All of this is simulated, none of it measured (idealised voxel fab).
process module | voxel wiring stack
cross-section cut | 260 nm wide | cells 5 nm
A cross-section is a grid of square cells, given in bands from the top down. A band is one or more rows of cells.
Each band's line starts with the height of the band's top and of its bottom, in nm. Then come its materials from left to right, each with its width in nm. One material with "throughout" fills the band from edge to edge. "air" is empty space.
Height 0 is the level under which the wafer as received is all one material. The lowest band goes on downwards, as in "0 down".
A width such as "30 to 40" changes by the same amount from each row of cells to the next, from the band's top row to its bottom row.
"no change" after a step means that no cell of the cross-section changed.
closed voids: empty space of 8 cells or more with no open way to the top, each as width x height at its distance from the left edge, in nm
after a step's settings: what the simulator itself notes on the step
overlay nm, on a step with a mask: how far to the right of its planned place the mask lay; to the left if negative
plan
1 op RECEIVE | material Si
2 op CONFORMAL_DEP | material SiO2 | thk nm 15
3 op DIRECTIONAL_DEP | material TiN | thk nm 5
4 op DIRECTIONAL_DEP | material W | thk nm 25
5 op MASKED_ETCH | tone cover | mask id METAL_1 | width nm 30 | pitch nm 55 | etch materials W | depth nm 25 | overlay nm 0
6 op MASKED_ETCH | tone cover | mask id METAL_1 | width nm 30 | pitch nm 55 | etch materials TiN | depth nm 5 | overlay nm 0
7 op FILL_DEP | material lowk | thk nm 5
8 op CMP | height nm 45
9 op CONFORMAL_DEP | material SiCN | thk nm 5
10 op DIRECTIONAL_DEP | material lowk | thk nm 10
11 op MASKED_ETCH | tone open | mask id PLUG_1 | width nm 15 | etch materials lowk | depth nm 10 | overlay nm 0
12 op MASKED_ETCH | tone open | mask id PLUG_1 | width nm 15 | etch materials SiCN | depth nm 5 | overlay nm 0
13 op EPI | material Ru | thk nm 10
14 op EPI | material Ru | thk nm 5
15 op DIRECTIONAL_DEP | material TiN | thk nm 5
16 op DIRECTIONAL_DEP | material W | thk nm 15
17 op PATTERN | tone cover | mask id METAL_2 | material resist | width nm 30 | pitch nm 55 | thk nm 15 | overlay nm 0
18 op DIRECTIONAL_ETCH | etch materials W | depth nm 15
19 op DIRECTIONAL_ETCH | etch materials TiN | depth nm 5
20 op STRIP | etch materials resist
21 op FILL_DEP | material lowk | thk nm 10
22 op CMP | height nm 80
23 op CONFORMAL_DEP | material SiCN | thk nm 5
24 op DIRECTIONAL_DEP | material lowk | thk nm 15
25 op PATTERN | tone open | mask id PLUG_2 | material resist | width nm 15 | pitch nm 55 | thk nm 20 | overlay nm 0
26 op DIRECTIONAL_ETCH | etch materials lowk | depth nm 15
27 op DIRECTIONAL_ETCH | etch materials SiCN | depth nm 5
28 op STRIP | etch materials resist
29 op EPI | material Ru | thk nm 10
30 op EPI | material Ru | thk nm 10
31 op CONFORMAL_DEP | material SiCN | thk nm 5
32 op DIRECTIONAL_DEP | material lowk | thk nm 20
33 op DIRECTIONAL_DEP | material aC | thk nm 10
34 op PATTERN | tone open | mask id METAL_3 | material resist | width nm 30 | pitch nm 55 | thk nm 25 | overlay nm 0
35 op DIRECTIONAL_ETCH | etch materials aC | depth nm 10
36 op STRIP | etch materials resist
37 op DIRECTIONAL_ETCH | etch materials lowk | depth nm 20
38 op DIRECTIONAL_ETCH | etch materials SiCN | depth nm 5
39 op STRIP | etch materials aC
40 op CONFORMAL_DEP | material TiN | thk nm 5
41 op FILL_DEP | material Ru | thk nm 10
42 op CMP | height nm 125
43 op CONFORMAL_DEP | material SiCN | thk nm 5
44 op DIRECTIONAL_DEP | material SiO2 | thk nm 10
45 op MASKED_ETCH | tone open | mask id PLUG_3 | width nm 15 | pitch nm 55 | etch materials SiO2 | depth nm 10 | overlay nm 0
46 op MASKED_ETCH | tone open | mask id PLUG_3 | width nm 15 | pitch nm 55 | etch materials SiCN | depth nm 5 | overlay nm 0
47 op CONFORMAL_DEP | material TiN | thk nm 5
48 op FILL_DEP | material W | thk nm 10
49 op CMP | height nm 140
50 op CONFORMAL_DEP | material SiN | thk nm 5
51 op DIRECTIONAL_DEP | material SiO2 | thk nm 20
52 op PATTERN | tone open | mask id METAL_4 | material resist | width nm 30 | pitch nm 55 | thk nm 20 | overlay nm 0
53 op DIRECTIONAL_ETCH | etch materials SiO2 | depth nm 20
54 op DIRECTIONAL_ETCH | etch materials SiN | depth nm 5
55 op STRIP | etch materials resist
56 op CONFORMAL_DEP | material TiN | thk nm 5
57 op FILL_DEP | material Cu | thk nm 10
58 op CMP | height nm 165
59 op EPI | material Ru | thk nm 5
60 op FILL_DEP | material SiCN | thk nm 5
as received, after step 1
  0 down: Si throughout
  closed voids: none
first wafer at the end, as planned
  175 to 170: SiCN throughout
  170 to 165: SiCN 80 | Ru 40 | SiCN 15 | Ru 40 | SiCN 85
  165 to 145: SiO2 85 | TiN 5 | Cu 20 | TiN 5 | SiO2 25 | TiN 5 | Cu 20 | TiN 5 | SiO2 90
  145 to 140: SiN 85 | TiN 30 | SiN 25 | TiN 30 | SiN 90
  140 to 130: SiO2 85 | TiN 5 | W 5 | TiN 5 | SiO2 40 | TiN 5 | W 5 | TiN 5 | SiO2 105
  130 to 125: SiCN 85 | TiN 15 | SiCN 40 | TiN 15 | SiCN 105
  125 to 105: lowk 85 | TiN 5 | Ru 20 | TiN 5 | lowk 25 | TiN 5 | Ru 20 | TiN 5 | lowk 90
  105 to 100: SiCN 85 | TiN 30 | SiCN 25 | TiN 30 | SiCN 90
  100 to 85: lowk 85 | Ru 15 | lowk 40 | Ru 15 | lowk 105
  85 to 80: SiCN 85 | Ru 15 | SiCN 40 | Ru 15 | SiCN 105
  80 to 65: lowk 85 | W 30 | lowk 25 | W 30 | lowk 90
  65 to 60: lowk 85 | TiN 30 | lowk 25 | TiN 30 | lowk 90
  60 to 50: lowk 85 | Ru 15 | lowk 160
  50 to 45: SiCN 85 | Ru 15 | SiCN 160
  45 to 20: lowk 85 | W 30 | lowk 25 | W 30 | lowk 90
  20 to 15: lowk 85 | TiN 30 | lowk 25 | TiN 30 | lowk 90
  15 to 0: SiO2 throughout
  0 down: Si throughout
  closed voids: none
second wafer at the end: like start, like plan, one mistake
  175 to 170: SiCN throughout
  170 to 165: SiCN 80 | Ru 40 | SiCN 15 | Ru 40 | SiCN 85
  165 to 145: SiO2 85 | TiN 5 | Cu 20 | TiN 5 | SiO2 25 | TiN 5 | Cu 20 | TiN 5 | SiO2 90
  145 to 140: SiN 85 | TiN 30 | SiN 25 | TiN 30 | SiN 90
  140 to 130: SiO2 85 | TiN 5 | W 5 | TiN 5 | SiO2 40 | TiN 5 | W 5 | TiN 5 | SiO2 105
  130 to 125: SiCN 85 | TiN 15 | SiCN 40 | TiN 15 | SiCN 105
  125 to 105: lowk 90 | TiN 5 | Ru 10 | TiN 5 | lowk 35 | TiN 5 | Ru 10 | TiN 5 | lowk 95
  105 to 100: SiCN 90 | TiN 20 | SiCN 35 | TiN 20 | SiCN 95
  100 to 85: lowk 85 | Ru 15 | lowk 40 | Ru 15 | lowk 105
  85 to 80: SiCN 85 | Ru 15 | SiCN 40 | Ru 15 | SiCN 105
  80 to 65: lowk 85 | W 30 | lowk 25 | W 30 | lowk 90
  65 to 60: lowk 85 | TiN 30 | lowk 25 | TiN 30 | lowk 90
  60 to 50: lowk 85 | Ru 15 | lowk 160
  50 to 45: SiCN 85 | Ru 15 | SiCN 160
  45 to 20: lowk 85 | W 30 | lowk 25 | W 30 | lowk 90
  20 to 15: lowk 85 | TiN 30 | lowk 25 | TiN 30 | lowk 90
  15 to 0: SiO2 throughout
  0 down: Si throughout
  closed voids: none
what went wrong: step 34 ran as: op PATTERN | tone open | mask id METAL_3 | material resist | width nm 20 | pitch nm 55 | thk nm 25 | overlay nm 0
at the end the second wafer has, in cells: 16 fewer of Ru | 4 more of SiCN | 4 fewer of TiN | 16 more of lowk
